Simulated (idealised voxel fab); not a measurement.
The following process module bears the name voxel wiring stack.
It is cross-section cut that appears here, measuring 195 nm in width, its square cells being 5 nm in size.
Square cells in a grid make up a cross-section in this document, and the grid is given as bands, listed from the top down, each one or more rows of cells.
For a band, the entry starts with two heights in nm, that of the top and then that of the bottom, and carries on with the band's materials in order from left to right, each alongside its width in nm; the word "edge to edge" beside a single material means it fills the band edge to edge, and "air" means empty space.
Heights from 0 (as-received wafer is one material below). Bottom band endless downward, as "0 nm and below".
The width entry "30 to 40" should be interpreted row by row: the top row of cells in the band takes the first number, the bottom row takes the second number, and the change between adjacent rows is uniform throughout.
Step marked "no alterations made"? Then no cell in the cross-section changed in it.
This entry, "Sealed internal voids", enumerates those empty regions of no fewer than 8 cells that possess no open connection to the top. Each region is reported in the form width x height at distance, the distance being taken from the left edge, with all three quantities expressed in nm.
Past the settings on a step's line: simulator remark, on that step.
The setting "overlay nm" may be written on the line of a step. When the step uses a mask, the value reports how far to the right of the planned place the mask lay, and a negative value reports that it lay to the left.

[Here's what the planned process steps look like]
1. RECEIVE (material Si)
2. CONFORMAL_DEP (material SiO2; thk nm 15)
3. CONFORMAL_DEP (material SiN; thk nm 5)
4. DIRECTIONAL_DEP (material lowk; thk nm 25)
5. DIRECTIONAL_DEP (material aC; thk nm 15)
6. PATTERN (tone open; mask id METAL_1; material resist; width nm 25; pitch nm 55; thk nm 35; overlay nm 0)
7. DIRECTIONAL_ETCH (etch materials aC; depth nm 15)
8. STRIP (etch materials resist)
9. DIRECTIONAL_ETCH (etch materials lowk; depth nm 25)
10. DIRECTIONAL_ETCH (etch materials SiN; depth nm 5)
11. STRIP (etch materials aC)
12. CONFORMAL_DEP (material TiN; thk nm 5)
13. FILL_DEP (material Ru; thk nm 5)
14. CMP (height nm 45)
15. CONFORMAL_DEP (material SiCN; thk nm 5)
16. DIRECTIONAL_DEP (material SiO2; thk nm 30)
17. PATTERN (tone open; mask id METAL_2; material resist; width nm 25; pitch nm 55; thk nm 15; overlay nm 0)
18. DIRECTIONAL_ETCH (etch materials SiO2; depth nm 20)
19. STRIP (etch materials resist)
20. DIRECTIONAL_DEP (material aC; thk nm 15)
21. PATTERN (tone open; mask id METAL_2_HOLES; material resist; width nm 15; pitch nm 55; thk nm 35; overlay nm 0)
22. DIRECTIONAL_ETCH (etch materials aC; depth nm 15)
23. STRIP (etch materials resist)
24. DIRECTIONAL_ETCH (etch materials SiO2; depth nm 10)
25. DIRECTIONAL_ETCH (etch materials SiCN; depth nm 5)
26. STRIP (etch materials aC)
27. CONFORMAL_DEP (material TiN; thk nm 5)
28. FILL_DEP (material Cu; thk nm 5)
29. CMP (height nm 80)
30. CONFORMAL_DEP (material SiCN; thk nm 5)
31. DIRECTIONAL_DEP (material SiO2; thk nm 35)
32. PATTERN (tone open; mask id METAL_3_HOLES; material resist; width nm 15; thk nm 20; overlay nm 0)
33. DIRECTIONAL_ETCH (etch materials SiO2; depth nm 35)
34. STRIP (etch materials resist)
35. DIRECTIONAL_DEP (material aC; thk nm 15)
36. PATTERN (tone open; mask id METAL_3; material resist; width nm 25; pitch nm 55; thk nm 35; overlay nm 0)
37. DIRECTIONAL_ETCH (etch materials aC; depth nm 15)
38. STRIP (etch materials resist)
39. DIRECTIONAL_ETCH (etch materials SiO2; depth nm 20)
40. DIRECTIONAL_ETCH (etch materials SiCN; depth nm 5)
41. STRIP (etch materials aC)
42. CONFORMAL_DEP (material TiN; thk nm 5)
43. FILL_DEP (material Cu; thk nm 10)
44. CMP (height nm 120)
45. CONFORMAL_DEP (material SiCN; thk nm 5)

[The first of two wafers, run as planned]

[Wafer at receipt (post step 1), cross-section]
  0 nm and below: Si edge to edge
  Sealed internal voids: none

[Cross-section of the wafer after step 2]
  15 nm to 0 nm: SiO2 edge to edge
  Everything below 0 is unchanged.

[Cross-section of the wafer after step 3]
  20 nm to 15 nm: SiN edge to edge
  Everything below 15 is unchanged.

[Cross-section of the wafer after step 4]
  45 nm to 20 nm: lowk edge to edge
  Everything below 20 is unchanged.

[Cross-section of the wafer after step 5]
  60 nm to 45 nm: aC edge to edge
  Everything below 45 is unchanged.

[Cross-section of the wafer after step 6]
  95 nm to 60 nm: resist=55 / air=25 / resist=30 / air=25 / resist=60
  Everything below 60 is unchanged.

[Cross-section of the wafer after step 7]
  80 nm to 60 nm: resist=55 / air=25 / resist=30 / air=25 / resist=60
  60 nm to 45 nm: aC=55 / air=25 / aC=30 / air=25 / aC=60
  Everything below 45 is unchanged.

[Cross-section of the wafer after step 8]
  60 nm to 45 nm: aC=55 / air=25 / aC=30 / air=25 / aC=60
  Everything below 45 is unchanged.

[Cross-section of the wafer after step 9]
  60 nm to 45 nm: aC=55 / air=25 / aC=30 / air=25 / aC=60
  45 nm to 20 nm: lowk=55 / air=25 / lowk=30 / air=25 / lowk=60
  Everything below 20 is unchanged.

[Cross-section of the wafer after step 10]
  60 nm to 45 nm: aC=55 / air=25 / aC=30 / air=25 / aC=60
  45 nm to 20 nm: lowk=55 / air=25 / lowk=30 / air=25 / lowk=60
  20 nm to 15 nm: SiN=55 / air=25 / SiN=30 / air=25 / SiN=60
  Everything below 15 is unchanged.

[Cross-section of the wafer after step 11]
  45 nm to 20 nm: lowk=55 / air=25 / lowk=30 / air=25 / lowk=60
  Everything below 20 is unchanged.

[Cross-section of the wafer after step 12]
  50 nm to 45 nm: TiN=60 / air=15 / TiN=40 / air=15 / TiN=65
  45 nm to 20 nm: lowk=55 / TiN=5 / air=15 / TiN=5 / lowk=30 / TiN=5 / air=15 / TiN=5 / lowk=60
  20 nm to 15 nm: SiN=55 / TiN=25 / SiN=30 / TiN=25 / SiN=60
  Everything below 15 is unchanged.

[Cross-section of the wafer after step 13]
  55 nm to 50 nm: Ru edge to edge
  50 nm to 45 nm: TiN=60 / Ru=15 / TiN=40 / Ru=15 / TiN=65
  45 nm to 20 nm: lowk=55 / TiN=5 / Ru=15 / TiN=5 / lowk=30 / TiN=5 / Ru=15 / TiN=5 / lowk=60
  Everything below 20 is unchanged.

[Cross-section of the wafer after step 14]
  45 nm to 20 nm: lowk=55 / TiN=5 / Ru=15 / TiN=5 / lowk=30 / TiN=5 / Ru=15 / TiN=5 / lowk=60
  Everything below 20 is unchanged.

[Cross-section of the wafer after step 15]
  50 nm to 45 nm: SiCN edge to edge
  Everything below 45 is unchanged.

[Cross-section of the wafer after step 16]
  80 nm to 50 nm: SiO2 edge to edge
  Everything below 50 is unchanged.

[Cross-section of the wafer after step 17]
  95 nm to 80 nm: resist=55 / air=25 / resist=30 / air=25 / resist=60
  Everything below 80 is unchanged.

[Cross-section of the wafer after step 18]
  95 nm to 80 nm: resist=55 / air=25 / resist=30 / air=25 / resist=60
  80 nm to 60 nm: SiO2=55 / air=25 / SiO2=30 / air=25 / SiO2=60
  Everything below 60 is unchanged.

[Cross-section of the wafer after step 19]
  80 nm to 60 nm: SiO2=55 / air=25 / SiO2=30 / air=25 / SiO2=60
  Everything below 60 is unchanged.

[Cross-section of the wafer after step 20]
  95 nm to 80 nm: aC=55 / air=25 / aC=30 / air=25 / aC=60
  80 nm to 75 nm: SiO2=55 / air=25 / SiO2=30 / air=25 / SiO2=60
  75 nm to 60 nm: SiO2=55 / aC=25 / SiO2=30 / aC=25 / SiO2=60
  Everything below 60 is unchanged.

[Cross-section of the wafer after step 21]
  130 nm to 95 nm: resist=55 / air=15 / resist=40 / air=15 / resist=70
  95 nm to 80 nm: aC=55 / air=15 / resist=10 / aC=30 / air=15 / resist=10 / aC=60
  80 nm to 75 nm: SiO2=55 / air=15 / resist=10 / SiO2=30 / air=15 / resist=10 / SiO2=60
  Everything below 75 is unchanged.

[Cross-section of the wafer after step 22]
  115 nm to 95 nm: resist=55 / air=15 / resist=40 / air=15 / resist=70
  95 nm to 80 nm: aC=55 / air=15 / resist=10 / aC=30 / air=15 / resist=10 / aC=60
  80 nm to 75 nm: SiO2=55 / air=15 / resist=10 / SiO2=30 / air=15 / resist=10 / SiO2=60
  75 nm to 60 nm: SiO2=55 / air=15 / aC=10 / SiO2=30 / air=15 / aC=10 / SiO2=60
  Everything below 60 is unchanged.

[Cross-section of the wafer after step 23]
  95 nm to 80 nm: aC=55 / air=25 / aC=30 / air=25 / aC=60
  80 nm to 75 nm: SiO2=55 / air=25 / SiO2=30 / air=25 / SiO2=60
  Everything below 75 is unchanged.

[Cross-section of the wafer after step 24]
  95 nm to 80 nm: aC=55 / air=25 / aC=30 / air=25 / aC=60
  80 nm to 75 nm: SiO2=55 / air=25 / SiO2=30 / air=25 / SiO2=60
  75 nm to 60 nm: SiO2=55 / air=15 / aC=10 / SiO2=30 / air=15 / aC=10 / SiO2=60
  60 nm to 50 nm: SiO2=55 / air=15 / SiO2=40 / air=15 / SiO2=70
  Everything below 50 is unchanged.

[Cross-section of the wafer after step 25]
  95 nm to 80 nm: aC=55 / air=25 / aC=30 / air=25 / aC=60
  80 nm to 75 nm: SiO2=55 / air=25 / SiO2=30 / air=25 / SiO2=60
  75 nm to 60 nm: SiO2=55 / air=15 / aC=10 / SiO2=30 / air=15 / aC=10 / SiO2=60
  60 nm to 50 nm: SiO2=55 / air=15 / SiO2=40 / air=15 / SiO2=70
  50 nm to 45 nm: SiCN=55 / air=15 / SiCN=40 / air=15 / SiCN=70
  Everything below 45 is unchanged.

[Cross-section of the wafer after step 26]
  80 nm to 60 nm: SiO2=55 / air=25 / SiO2=30 / air=25 / SiO2=60
  Everything below 60 is unchanged.

[Cross-section of the wafer after step 27]
  85 nm to 80 nm: TiN=60 / air=15 / TiN=40 / air=15 / TiN=65
  80 nm to 65 nm: SiO2=55 / TiN=5 / air=15 / TiN=5 / SiO2=30 / TiN=5 / air=15 / TiN=5 / SiO2=60
  65 nm to 60 nm: SiO2=55 / TiN=5 / air=5 / TiN=15 / SiO2=30 / TiN=5 / air=5 / TiN=15 / SiO2=60
  60 nm to 50 nm: SiO2=55 / TiN=5 / air=5 / TiN=5 / SiO2=40 / TiN=5 / air=5 / TiN=5 / SiO2=70
  50 nm to 45 nm: SiCN=55 / TiN=15 / SiCN=40 / TiN=15 / SiCN=70
  Everything below 45 is unchanged.

[Cross-section of the wafer after step 28]
  90 nm to 85 nm: Cu edge to edge
  85 nm to 80 nm: TiN=60 / Cu=15 / TiN=40 / Cu=15 / TiN=65
  80 nm to 65 nm: SiO2=55 / TiN=5 / Cu=15 / TiN=5 / SiO2=30 / TiN=5 / Cu=15 / TiN=5 / SiO2=60
  65 nm to 60 nm: SiO2=55 / TiN=5 / Cu=5 / TiN=15 / SiO2=30 / TiN=5 / Cu=5 / TiN=15 / SiO2=60
  60 nm to 50 nm: SiO2=55 / TiN=5 / Cu=5 / TiN=5 / SiO2=40 / TiN=5 / Cu=5 / TiN=5 / SiO2=70
  Everything below 50 is unchanged.

[Cross-section of the wafer after step 29]
  80 nm to 65 nm: SiO2=55 / TiN=5 / Cu=15 / TiN=5 / SiO2=30 / TiN=5 / Cu=15 / TiN=5 / SiO2=60
  Everything below 65 is unchanged.

[Cross-section of the wafer after step 30]
  85 nm to 80 nm: SiCN edge to edge
  Everything below 80 is unchanged.

[Cross-section of the wafer after step 31]
  120 nm to 85 nm: SiO2 edge to edge
  Everything below 85 is unchanged.

[Cross-section of the wafer after step 32]
  140 nm to 120 nm: resist=55 / air=15 / resist=125
  Everything below 120 is unchanged.

[Cross-section of the wafer after step 33]
  140 nm to 120 nm: resist=55 / air=15 / resist=125
  120 nm to 85 nm: SiO2=55 / air=15 / SiO2=125
  Everything below 85 is unchanged.

[Cross-section of the wafer after step 34]
  120 nm to 85 nm: SiO2=55 / air=15 / SiO2=125
  Everything below 85 is unchanged.

[Cross-section of the wafer after step 35]
  135 nm to 120 nm: aC=55 / air=15 / aC=125
  120 nm to 100 nm: SiO2=55 / air=15 / SiO2=125
  100 nm to 85 nm: SiO2=55 / aC=15 / SiO2=125
  Everything below 85 is unchanged.

[Cross-section of the wafer after step 36]
  170 nm to 135 nm: resist=55 / air=25 / resist=30 / air=25 / resist=60
  Everything below 135 is unchanged.

[Cross-section of the wafer after step 37]
  155 nm to 135 nm: resist=55 / air=25 / resist=30 / air=25 / resist=60
  135 nm to 120 nm: aC=55 / air=25 / aC=30 / air=25 / aC=60
  120 nm to 85 nm: SiO2=55 / air=15 / SiO2=125
  Everything below 85 is unchanged.

[Cross-section of the wafer after step 38]
  135 nm to 120 nm: aC=55 / air=25 / aC=30 / air=25 / aC=60
  Everything below 120 is unchanged.

[Cross-section of the wafer after step 39]
  135 nm to 120 nm: aC=55 / air=25 / aC=30 / air=25 / aC=60
  120 nm to 100 nm: SiO2=55 / air=25 / SiO2=30 / air=25 / SiO2=60
  Everything below 100 is unchanged.

[Cross-section of the wafer after step 40]
  135 nm to 120 nm: aC=55 / air=25 / aC=30 / air=25 / aC=60
  120 nm to 100 nm: SiO2=55 / air=25 / SiO2=30 / air=25 / SiO2=60
  100 nm to 85 nm: SiO2=55 / air=15 / SiO2=125
  85 nm to 80 nm: SiCN=55 / air=15 / SiCN=125
  Everything below 80 is unchanged.

[Cross-section of the wafer after step 41]
  120 nm to 100 nm: SiO2=55 / air=25 / SiO2=30 / air=25 / SiO2=60
  Everything below 100 is unchanged.

[Cross-section of the wafer after step 42]
  125 nm to 120 nm: TiN=60 / air=15 / TiN=40 / air=15 / TiN=65
  120 nm to 105 nm: SiO2=55 / TiN=5 / air=15 / TiN=5 / SiO2=30 / TiN=5 / air=15 / TiN=5 / SiO2=60
  105 nm to 100 nm: SiO2=55 / TiN=5 / air=5 / TiN=15 / SiO2=30 / TiN=25 / SiO2=60
  100 nm to 85 nm: SiO2=55 / TiN=5 / air=5 / TiN=5 / SiO2=125
  85 nm to 80 nm: SiCN=55 / TiN=15 / SiCN=125
  Everything below 80 is unchanged.

[Cross-section of the wafer after step 43]
  135 nm to 125 nm: Cu edge to edge
  125 nm to 120 nm: TiN=60 / Cu=15 / TiN=40 / Cu=15 / TiN=65
  120 nm to 105 nm: SiO2=55 / TiN=5 / Cu=15 / TiN=5 / SiO2=30 / TiN=5 / Cu=15 / TiN=5 / SiO2=60
  105 nm to 100 nm: SiO2=55 / TiN=5 / Cu=5 / TiN=15 / SiO2=30 / TiN=25 / SiO2=60
  100 nm to 85 nm: SiO2=55 / TiN=5 / Cu=5 / TiN=5 / SiO2=125
  Everything below 85 is unchanged.

[Cross-section of the wafer after step 44]
  120 nm to 105 nm: SiO2=55 / TiN=5 / Cu=15 / TiN=5 / SiO2=30 / TiN=5 / Cu=15 / TiN=5 / SiO2=60
  Everything below 105 is unchanged.

[Cross-section of the wafer after step 45]
  125 nm to 120 nm: SiCN edge to edge
  Everything below 120 is unchanged.

[Okay, second wafer. Nothing different at the start, nothing different in the plan, just one mistake somewhere in the running. As far as step 35, counting that step, it's the first wafer all over again]

[Planned end of step 36: second wafer, cross-section]
  170 nm to 135 nm: air=55 / resist=25 / air=30 / resist=25 / air=60
  135 nm to 120 nm: aC=55 / resist=15 / aC=125
  120 nm to 100 nm: SiO2=55 / resist=15 / SiO2=125
  Everything below 100 is unchanged.

[Planned end of step 37: second wafer, cross-section]
  155 nm to 135 nm: air=55 / resist=25 / air=30 / resist=25 / air=60
  135 nm to 120 nm: air=55 / resist=15 / aC=10 / air=30 / aC=25 / air=60
  Everything below 120 is unchanged.

[Planned end of step 38: second wafer, cross-section]
  135 nm to 120 nm: air=70 / aC=10 / air=30 / aC=25 / air=60
  120 nm to 100 nm: SiO2=55 / air=15 / SiO2=125
  Everything below 100 is unchanged.

[Planned end of step 39: second wafer, cross-section]
  135 nm to 120 nm: air=70 / aC=10 / air=30 / aC=25 / air=60
  120 nm to 100 nm: air=70 / SiO2=10 / air=30 / SiO2=25 / air=60
  Everything below 100 is unchanged.

Planned end of step 40: second wafer, cross-section: no alterations made

[Planned end of step 41: second wafer, cross-section]
  120 nm to 100 nm: air=70 / SiO2=10 / air=30 / SiO2=25 / air=60
  100 nm to 85 nm: SiO2=55 / air=15 / SiO2=125
  Everything below 85 is unchanged.

[Planned end of step 42: second wafer, cross-section]
  125 nm to 120 nm: air=65 / TiN=20 / air=20 / TiN=35 / air=55
  120 nm to 105 nm: air=65 / TiN=5 / SiO2=10 / TiN=5 / air=20 / TiN=5 / SiO2=25 / TiN=5 / air=55
  105 nm to 100 nm: TiN=60 / air=5 / TiN=5 / SiO2=10 / TiN=30 / SiO2=25 / TiN=60
  100 nm to 90 nm: SiO2=55 / TiN=5 / air=5 / TiN=5 / SiO2=125
  90 nm to 85 nm: SiO2=55 / TiN=15 / SiO2=125
  Everything below 85 is unchanged.

[Planned end of step 43: second wafer, cross-section]
  135 nm to 125 nm: Cu edge to edge
  125 nm to 120 nm: Cu=65 / TiN=20 / Cu=20 / TiN=35 / Cu=55
  120 nm to 105 nm: Cu=65 / TiN=5 / SiO2=10 / TiN=5 / Cu=20 / TiN=5 / SiO2=25 / TiN=5 / Cu=55
  105 nm to 100 nm: TiN=60 / Cu=5 / TiN=5 / SiO2=10 / TiN=30 / SiO2=25 / TiN=60
  100 nm to 90 nm: SiO2=55 / TiN=5 / Cu=5 / TiN=5 / SiO2=125
  Everything below 90 is unchanged.

[Planned end of step 44: second wafer, cross-section]
  120 nm to 105 nm: Cu=65 / TiN=5 / SiO2=10 / TiN=5 / Cu=20 / TiN=5 / SiO2=25 / TiN=5 / Cu=55
  Everything below 105 is unchanged.

[Planned end of step 45: second wafer, cross-section]
  125 nm to 120 nm: SiCN edge to edge
  Everything below 120 is unchanged.
Processing error: step 36 did not happen as planned, as run it was PATTERN (tone cover; mask id METAL_3; material resist; width nm 25; pitch nm 55; thk nm 35; overlay nm 0)
The closing comparison, in cells, has the second wafer with more or fewer of some materials than the first: Cu: 65 more; SiCN: 3 more; SiO2: 88 fewer; TiN: 20 more
